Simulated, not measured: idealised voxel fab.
Presented below is a process module, voxel transistor to metal.
In the cross-section labelled cut, the width is 180 nm and each square cell is 5 nm.
Cross-section format: a grid of square cells, given as bands from top to bottom; each band is one or more rows of cells.
Top height, bottom height, nm. Materials left to right, width each, nm. Single material + "edge to edge" = fills band edge to edge. "blank" = empty.
All heights in this document are referenced to 0, defined as the level beneath which the wafer, as received, consists entirely of one material. The lowest band is not bounded below; it extends indefinitely downward and is written in the form "z 0 and below".
The expression "30->40" gives the width at the extremes of the band, the first number at its top row of cells and the second at its bottom row, with the width changing by equal amounts from each row to the next in between.
When a step is marked "identical to before", none of the cells in the cross-section changed during that step.
Entry "Enclosed voids". Content: empty spaces with no open connection to the top, size 8 cells or greater. Each: width x height at distance. Distance: from left edge. Unit: nm.
It should be noted that, on the line of a given step, the content following the step's settings is a remark produced by the simulator itself with respect to that step.
"overlay nm", when on a step's line for a step with a mask, measures how far to the right of its planned place the mask lay; a negative measure means to the left.
-- The planned process steps are enumerated hereunder
1: op RECEIVE | material Si
2: op CONFORMAL_DEP | material SiO2 | thk nm 5
3: op CONFORMAL_DEP | material SiN | thk nm 10
4: op DIRECTIONAL_DEP | material aC | thk nm 15
5: op PATTERN | tone cover | mask id ACTIVE | material resist | width nm 120 | thk nm 30 | overlay nm 0
6: op DIRECTIONAL_ETCH | etch materials aC | depth nm 15
7: op STRIP | etch materials resist
8: op DIRECTIONAL_ETCH | etch materials SiN | depth nm 10
9: op DIRECTIONAL_ETCH | etch materials SiO2 | depth nm 5
10: op DIRECTIONAL_ETCH | etch materials Si | depth nm 25
11: op STRIP | etch materials aC
12: op FILL_DEP | material SiO2 | thk nm 10
13: op CMP | height nm 15
14: op SELECTIVE_ETCH | etch materials SiO2 | depth nm 10
15: op STRIP | etch materials SiN
16: op SELECTIVE_ETCH | etch materials SiO2 | depth nm 5
17: op OXIDIZE | depth nm 5
18: op DIRECTIONAL_DEP | material polySi | thk nm 25
19: op DIRECTIONAL_DEP | material SiCN | thk nm 15
20: op DIRECTIONAL_DEP | material aC | thk nm 15
21: op PATTERN | tone cover | mask id GATE | material resist | width nm 30 | thk nm 30 | overlay nm 0
22: op DIRECTIONAL_ETCH | etch materials aC | depth nm 15
23: op STRIP | etch materials resist
24: op DIRECTIONAL_ETCH | etch materials SiCN | depth nm 25
25: op DIRECTIONAL_ETCH | etch materials polySi | depth nm 35
26: op STRIP | etch materials aC
27: op CONFORMAL_DEP | material SiO2 | thk nm 5
28: op DIRECTIONAL_ETCH | etch materials SiO2 | depth nm 5
29: op CONFORMAL_DEP | material SiN | thk nm 5
30: op DIRECTIONAL_ETCH | etch materials SiN | depth nm 5
31: op DIRECTIONAL_ETCH | etch materials SiO2 | depth nm 5
32: op EPI | material SiGe | thk nm 5
33: op FILL_DEP | material SiO2 | thk nm 5
34: op CMP | height nm 25
35: op STRIP | etch materials polySi
36: op SELECTIVE_ETCH | etch materials SiO2 | depth nm 5
37: op CONFORMAL_DEP | material HfO2 | thk nm 5
38: op CONFORMAL_DEP | material TiN | thk nm 5
39: op FILL_DEP | material W | thk nm 10
40: op CMP | height nm 20
41: op DIRECTIONAL_DEP | material SiO2 | thk nm 15
42: op PATTERN | tone open | mask id CONTACT | material resist | width nm 20 | pitch nm 80 | thk nm 15 | overlay nm 0
43: op DIRECTIONAL_ETCH | etch materials SiO2 | depth nm 35
44: op STRIP | etch materials resist
45: op CONFORMAL_DEP | material TiN | thk nm 5
46: op FILL_DEP | material W | thk nm 5
47: op CMP | height nm 35
48: op CONFORMAL_DEP | material SiN | thk nm 5
49: op DIRECTIONAL_DEP | material lowk | thk nm 20
50: op DIRECTIONAL_DEP | material aC | thk nm 15
51: op PATTERN | tone open | mask id METAL_1 | material resist | width nm 20 | pitch nm 80 | thk nm 30 | overlay nm -15
52: op DIRECTIONAL_ETCH | etch materials aC | depth nm 15
53: op STRIP | etch materials resist
54: op DIRECTIONAL_ETCH | etch materials lowk | depth nm 20
55: op DIRECTIONAL_ETCH | etch materials SiN | depth nm 5
56: op STRIP | etch materials aC
57: op CONFORMAL_DEP | material TiN | thk nm 5
58: op FILL_DEP | material Ru | thk nm 5
59: op CMP | height nm 60
60: op EPI | material Ru | thk nm 5
61: op FILL_DEP | material SiCN | thk nm 5
62: op DIRECTIONAL_DEP | material lowk | thk nm 35
63: op MASKED_ETCH | tone open | mask id METAL_2_HOLES | width nm 15 | pitch nm 80 | etch materials lowk | depth nm 35 | overlay nm 0
64: op PATTERN | tone open | mask id METAL_2 | material resist | width nm 20 | pitch nm 80 | thk nm 15 | overlay nm 0
65: op DIRECTIONAL_ETCH | etch materials lowk | depth nm 20
66: op DIRECTIONAL_ETCH | etch materials SiCN | depth nm 5
67: op STRIP | etch materials resist
68: op CONFORMAL_DEP | material TiN | thk nm 5
69: op FILL_DEP | material Cu | thk nm 10
70: op CMP | height nm 105
71: op CONFORMAL_DEP | material SiCN | thk nm 5
For this document, wafers share an identical start and vary in the step 51 overlay nm; the plan quotes the first wafer's value.
-- As-received state after step 1, first of several wafers, cross-section
z 0 and below | Si edge to edge
Enclosed voids: none
-- Cross-sectional representation of the first of several wafers at the end of the module, i.e. after its terminal step, step 71
z 110 to 105 | SiCN edge to edge
z 105 to 90 | lowk 40 nm, TiN 5 nm, Cu 10 nm, TiN 5 nm, lowk 60 nm, TiN 5 nm, Cu 10 nm, TiN 5 nm, lowk 40 nm
z 90 to 85 | lowk 40 nm, TiN 5 nm, Cu 5 nm, TiN 10 nm, lowk 60 nm, TiN 5 nm, Cu 5 nm, TiN 10 nm, lowk 40 nm
z 85 to 70 | lowk 40 nm, TiN 5 nm, Cu 5 nm, TiN 5 nm, lowk 65 nm, TiN 5 nm, Cu 5 nm, TiN 5 nm, lowk 45 nm
z 70 to 65 | SiCN 40 nm, TiN 15 nm, SiCN 65 nm, TiN 15 nm, SiCN 45 nm
z 65 to 60 | SiCN 20 nm, Ru 30 nm, SiCN 50 nm, Ru 30 nm, SiCN 50 nm
z 60 to 40 | lowk 25 nm, TiN 5 nm, Ru 10 nm, TiN 5 nm, lowk 60 nm, TiN 5 nm, Ru 10 nm, TiN 5 nm, lowk 55 nm
z 40 to 35 | SiN 25 nm, TiN 20 nm, SiN 60 nm, TiN 20 nm, SiN 55 nm
z 35 to 20 | SiO2 40 nm, TiN 5 nm, W 10 nm, TiN 5 nm, SiO2 60 nm, TiN 5 nm, W 10 nm, TiN 5 nm, SiO2 40 nm
z 20 to 5 | SiO2 40 nm, TiN 5 nm, W 10 nm, TiN 5 nm, SiO2 5 nm, SiN 5 nm, HfO2 5 nm, TiN 5 nm, W 20 nm, TiN 5 nm, HfO2 5 nm, SiN 5 nm, SiO2 5 nm, TiN 5 nm, W 10 nm, TiN 5 nm, SiO2 40 nm
z 5 to 0 | SiO2 40 nm, TiN 20 nm, SiO2 5 nm, SiN 5 nm, HfO2 5 nm, TiN 30 nm, HfO2 5 nm, SiN 5 nm, SiO2 5 nm, TiN 20 nm, SiO2 40 nm
z 0 to -5 | SiO2 25 nm, SiGe 40 nm, SiO2 5 nm, HfO2 40 nm, SiO2 5 nm, SiGe 40 nm, SiO2 25 nm
z -5 to -25 | SiO2 30 nm, Si 120 nm, SiO2 30 nm
z -25 and below | Si edge to edge
Enclosed voids: none
-- The last wafer as seen in cross-section at the end of the module
z 110 to 105 | SiCN edge to edge
z 105 to 90 | lowk 40 nm, TiN 5 nm, Cu 10 nm, TiN 5 nm, lowk 60 nm, TiN 5 nm, Cu 10 nm, TiN 5 nm, lowk 40 nm
z 90 to 85 | lowk 40 nm, TiN 5 nm, Cu 5 nm, TiN 10 nm, lowk 60 nm, TiN 5 nm, Cu 5 nm, TiN 10 nm, lowk 40 nm
z 85 to 70 | lowk 40 nm, TiN 5 nm, Cu 5 nm, TiN 5 nm, lowk 65 nm, TiN 5 nm, Cu 5 nm, TiN 5 nm, lowk 45 nm
z 70 to 65 | SiCN 40 nm, TiN 15 nm, SiCN 65 nm, TiN 15 nm, SiCN 45 nm
z 65 to 60 | SiCN 50 nm, Ru 30 nm, SiCN 50 nm, Ru 30 nm, SiCN 20 nm
z 60 to 40 | lowk 55 nm, TiN 5 nm, Ru 10 nm, TiN 5 nm, lowk 60 nm, TiN 5 nm, Ru 10 nm, TiN 5 nm, lowk 25 nm
z 40 to 35 | SiN 55 nm, TiN 20 nm, SiN 60 nm, TiN 20 nm, SiN 25 nm
z 35 to 20 | SiO2 40 nm, TiN 5 nm, W 10 nm, TiN 5 nm, SiO2 60 nm, TiN 5 nm, W 10 nm, TiN 5 nm, SiO2 40 nm
z 20 to 5 | SiO2 40 nm, TiN 5 nm, W 10 nm, TiN 5 nm, SiO2 5 nm, SiN 5 nm, HfO2 5 nm, TiN 5 nm, W 20 nm, TiN 5 nm, HfO2 5 nm, SiN 5 nm, SiO2 5 nm, TiN 5 nm, W 10 nm, TiN 5 nm, SiO2 40 nm
z 5 to 0 | SiO2 40 nm, TiN 20 nm, SiO2 5 nm, SiN 5 nm, HfO2 5 nm, TiN 30 nm, HfO2 5 nm, SiN 5 nm, SiO2 5 nm, TiN 20 nm, SiO2 40 nm
z 0 to -5 | SiO2 25 nm, SiGe 40 nm, SiO2 5 nm, HfO2 40 nm, SiO2 5 nm, SiGe 40 nm, SiO2 25 nm
z -5 to -25 | SiO2 30 nm, Si 120 nm, SiO2 30 nm
z -25 and below | Si edge to edge
Enclosed voids: none
-- each wafer at the end: cells of each material gained (+) or lost (-) since it was received, then its closed voids
overlay nm -15; +20 Cu; +16 HfO2; +28 Ru; -84 Si; +90 SiCN; +16 SiGe; +36 SiN; +216 SiO2; +104 TiN; +36 W; +314 lowk; Enclosed voids: none
overlay nm -10; +20 Cu; +16 HfO2; +28 Ru; -84 Si; +90 SiCN; +16 SiGe; +36 SiN; +216 SiO2; +104 TiN; +36 W; +314 lowk; Enclosed voids: none
overlay nm -5; +20 Cu; +16 HfO2; +28 Ru; -84 Si; +90 SiCN; +16 SiGe; +36 SiN; +216 SiO2; +104 TiN; +36 W; +314 lowk; Enclosed voids: none
overlay nm 0; +20 Cu; +16 HfO2; +28 Ru; -84 Si; +90 SiCN; +16 SiGe; +36 SiN; +216 SiO2; +104 TiN; +36 W; +314 lowk; Enclosed voids: none
overlay nm 5; +20 Cu; +16 HfO2; +28 Ru; -84 Si; +90 SiCN; +16 SiGe; +36 SiN; +216 SiO2; +104 TiN; +36 W; +314 lowk; Enclosed voids: none
overlay nm 10; +20 Cu; +16 HfO2; +28 Ru; -84 Si; +90 SiCN; +16 SiGe; +36 SiN; +216 SiO2; +104 TiN; +36 W; +314 lowk; Enclosed voids: none
overlay nm 15; +20 Cu; +16 HfO2; +28 Ru; -84 Si; +90 SiCN; +16 SiGe; +36 SiN; +216 SiO2; +104 TiN; +36 W; +314 lowk; Enclosed voids: none
